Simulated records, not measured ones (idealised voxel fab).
process module | voxel wiring stack
cross-section cut | 225 nm wide | cells 5 nm
A cross-section is a grid of square cells, given in bands from the top down. A band is one or more rows of cells.
Each band's line starts with the height of the band's top and of its bottom, in nm. Then come its materials from left to right, each with its width in nm. One material with "throughout" fills the band from edge to edge. "air" is empty space.
Height 0 is the level under which the wafer as received is all one material. The lowest band goes on downwards, as in "0 down".
A width such as "30 to 40" changes by the same amount from each row of cells to the next, from the band's top row to its bottom row.
"no change" after a step means that no cell of the cross-section changed.
closed voids: empty space of 8 cells or more with no open way to the top, each as width x height at its distance from the left edge, in nm
after a step's settings: what the simulator itself notes on the step
overlay nm, on a step with a mask: how far to the right of its planned place the mask lay; to the left if negative
plan
1 op RECEIVE | material Si
2 op CONFORMAL_DEP | material SiO2 | thk nm 10
3 op CONFORMAL_DEP | material SiN | thk nm 5
4 op DIRECTIONAL_DEP | material SiO2 | thk nm 20
5 op DIRECTIONAL_DEP | material aC | thk nm 10
6 op PATTERN | tone open | mask id METAL_1 | material resist | width nm 30 | pitch nm 55 | thk nm 25 | overlay nm 0
7 op DIRECTIONAL_ETCH | etch materials aC | depth nm 10
8 op STRIP | etch materials resist
9 op DIRECTIONAL_ETCH | etch materials SiO2 | depth nm 20
10 op DIRECTIONAL_ETCH | etch materials SiN | depth nm 5
11 op STRIP | etch materials aC
12 op CONFORMAL_DEP | material TiN | thk nm 5
13 op FILL_DEP | material Cu | thk nm 5
14 op CMP | height nm 35
15 op CONFORMAL_DEP | material SiCN | thk nm 5
16 op DIRECTIONAL_DEP | material lowk | thk nm 10
17 op DIRECTIONAL_DEP | material aC | thk nm 10
18 op PATTERN | tone open | mask id PLUG_1 | material resist | width nm 15 | thk nm 30 | overlay nm 0
19 op DIRECTIONAL_ETCH | etch materials aC | depth nm 10
20 op STRIP | etch materials resist
21 op DIRECTIONAL_ETCH | etch materials lowk | depth nm 10
22 op DIRECTIONAL_ETCH | etch materials SiCN | depth nm 5
23 op STRIP | etch materials aC
24 op EPI | material Ru | thk nm 10
25 op EPI | material Ru | thk nm 5
26 op CONFORMAL_DEP | material SiN | thk nm 5
27 op DIRECTIONAL_DEP | material lowk | thk nm 15
28 op DIRECTIONAL_DEP | material aC | thk nm 15
29 op PATTERN | tone open | mask id METAL_2 | material resist | width nm 30 | pitch nm 55 | thk nm 30 | overlay nm 0
30 op DIRECTIONAL_ETCH | etch materials aC | depth nm 15
31 op STRIP | etch materials resist
32 op DIRECTIONAL_ETCH | etch materials lowk | depth nm 15
33 op DIRECTIONAL_ETCH | etch materials SiN | depth nm 5
34 op STRIP | etch materials aC
35 op CONFORMAL_DEP | material TiN | thk nm 5
36 op FILL_DEP | material Ru | thk nm 10
37 op CMP | height nm 70
38 op CONFORMAL_DEP | material SiCN | thk nm 5
39 op DIRECTIONAL_DEP | material SiO2 | thk nm 30
40 op PATTERN | tone open | mask id METAL_3_HOLES | material resist | width nm 15 | thk nm 20 | overlay nm 0
41 op DIRECTIONAL_ETCH | etch materials SiO2 | depth nm 30
42 op STRIP | etch materials resist
43 op MASKED_ETCH | tone open | mask id METAL_3 | width nm 30 | pitch nm 55 | etch materials SiO2 | depth nm 15 | overlay nm 0
44 op MASKED_ETCH | tone open | mask id METAL_3 | width nm 30 | pitch nm 55 | etch materials SiCN | depth nm 5 | overlay nm 0
45 op CONFORMAL_DEP | material TiN | thk nm 5
46 op FILL_DEP | material Ru | thk nm 10
47 op CMP | height nm 105
48 op CONFORMAL_DEP | material SiCN | thk nm 5
as received, after step 1
  0 down: Si throughout
  closed voids: none
a wafer at the end: this start, this plan, one mistake
  110 to 105: SiCN throughout
  105 to 95: SiO2 70 | TiN 5 | Ru 25 | TiN 5 | SiO2 25 | TiN 5 | Ru 20 | TiN 5 | SiO2 65
  95 to 90: SiO2 70 | TiN 5 | Ru 5 | TiN 25 | SiO2 25 | TiN 30 | SiO2 65
  90 to 75: SiO2 70 | TiN 5 | Ru 5 | TiN 5 | SiO2 140
  75 to 70: SiCN 70 | TiN 15 | SiCN 140
  70 to 55: lowk 70 | TiN 5 | Ru 20 | TiN 5 | lowk 25 | TiN 5 | Ru 20 | TiN 5 | lowk 70
  55 to 50: SiN 70 | TiN 30 | SiN 25 | TiN 30 | SiN 70
  50 to 40: lowk 70 | Ru 15 | lowk 140
  40 to 35: SiCN 70 | Ru 15 | SiCN 140
  35 to 15: SiO2 70 | TiN 5 | Cu 20 | TiN 5 | SiO2 25 | TiN 5 | Cu 20 | TiN 5 | SiO2 70
  15 to 10: SiN 70 | TiN 30 | SiN 25 | TiN 30 | SiN 70
  10 to 0: SiO2 throughout
  0 down: Si throughout
  closed voids: none
what went wrong: step 43 ran as: op MASKED_ETCH | tone open | mask id METAL_3 | width nm 30 | pitch nm 55 | etch materials SiO2 | depth nm 15 | overlay nm 5
